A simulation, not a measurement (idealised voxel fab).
Title: Process Module voxel capacitor over wiring
Section cut is 230 nm wide and gridded with 5 nm square cells.
In what follows, cross-sections appear as grids of square cells, described through bands that run from the top down, where every band is one or more rows of cells.
Each band's line starts with the height of the band's top and of its bottom, in nm. Then come its materials from left to right, each with its width in nm. One material with "edge to edge" fills the band from edge to edge. "blank" is empty space.
Height 0 is the level under which the wafer as received is all one material. The lowest band goes on downwards, as in "top 0, no bottom".
Width spec "30->40" -> top row of cells at first value, bottom row at second value, equal per-row change in between.
Any step labelled "identical to before" changed none of the cells in the cross-section.
The entry titled "Enclosed void entries" provides the empty spaces that have no open way to the top, restricted to those of 8 cells or more. Each is presented as width x height at distance, the distance being measured from the left edge, with all three in nm.
Where a step's line continues beyond its settings, the continuation is a remark by the simulator itself on that step.
The "overlay nm" setting may appear on a step's line; for a step that uses a mask, it gives how far to the right of its planned position the mask lay, and a negative value indicates the left.

The following list gives the planned process steps:
step 1: RECEIVE with material Si
step 2: CONFORMAL_DEP with material SiO2, thk nm 10
step 3: CONFORMAL_DEP with material SiN, thk nm 5
step 4: DIRECTIONAL_DEP with material lowk, thk nm 15
step 5: PATTERN with tone open, mask id METAL_1, material resist, width nm 20, pitch nm 80, thk nm 20, overlay nm 0
step 6: DIRECTIONAL_ETCH with etch materials lowk, depth nm 15
step 7: DIRECTIONAL_ETCH with etch materials SiN, depth nm 5
step 8: STRIP with etch materials resist
step 9: CONFORMAL_DEP with material TiN, thk nm 5
step 10: FILL_DEP with material W, thk nm 10
step 11: CMP with height nm 30
step 12: CONFORMAL_DEP with material SiCN, thk nm 5
step 13: DIRECTIONAL_DEP with material SiO2, thk nm 15
step 14: MASKED_ETCH with tone open, mask id PLUG_1, width nm 15, etch materials SiO2, depth nm 15, overlay nm 0
step 15: MASKED_ETCH with tone open, mask id PLUG_1, width nm 15, etch materials SiCN, depth nm 5, overlay nm 0
step 16: CONFORMAL_DEP with material TiN, thk nm 5
step 17: FILL_DEP with material Ru, thk nm 10
step 18: CMP with height nm 50
step 19: DIRECTIONAL_DEP with material TiN, thk nm 5
step 20: DIRECTIONAL_DEP with material Al2O3, thk nm 5
step 21: DIRECTIONAL_DEP with material TiN, thk nm 5
step 22: MASKED_ETCH with tone cover, mask id UPPER_PLATE, width nm 65, etch materials TiN, depth nm 5, overlay nm 0
step 23: MASKED_ETCH with tone cover, mask id UPPER_PLATE, width nm 65, etch materials Al2O3, depth nm 5, overlay nm 0
step 24: PATTERN with tone cover, mask id LOWER_PLATE, material resist, width nm 75, thk nm 20, overlay nm 0
step 25: DIRECTIONAL_ETCH with etch materials TiN, depth nm 5
step 26: STRIP with etch materials resist
step 27: FILL_DEP with material SiO2, thk nm 15
step 28: CMP with height nm 75
step 29: MASKED_ETCH with tone open, mask id PLUG_2, width nm 15, etch materials SiO2, depth nm 10, overlay nm 0
step 30: CONFORMAL_DEP with material TiN, thk nm 5
step 31: FILL_DEP with material Ru, thk nm 10
step 32: CMP with height nm 75
step 33: CONFORMAL_DEP with material SiN, thk nm 5
The wafers are alike at the start. At step 21, their thk nm differs. The plan lists the first wafer's value.

As received, i.e. after step 1: cross-section through the first of several wafers:
* top 0, no bottom = Si edge to edge
* Enclosed void entries: none

For your reference, the table is organized with a row per wafer; each row reflects the wafer at the end of the module, indicating for each material the cells gained (+) or lost (-) since receipt, and thereafter its closed voids:
thk nm 5, +13 Al2O3, +4 Ru, +43 SiCN, +84 SiN, +404 SiO2, +62 TiN, +12 W, +114 lowk, Enclosed void entries: none
thk nm 10, +46 Al2O3, +3 Ru, +43 SiCN, +84 SiN, +328 SiO2, +106 TiN, +12 W, +114 lowk, Enclosed void entries: none
thk nm 15, +46 Al2O3, +3 Ru, +43 SiCN, +84 SiN, +285 SiO2, +149 TiN, +12 W, +114 lowk, Enclosed void entries: none
thk nm 20, +46 Al2O3, +3 Ru, +43 SiCN, +84 SiN, +252 SiO2, +182 TiN, +12 W, +114 lowk, Enclosed void entries: none
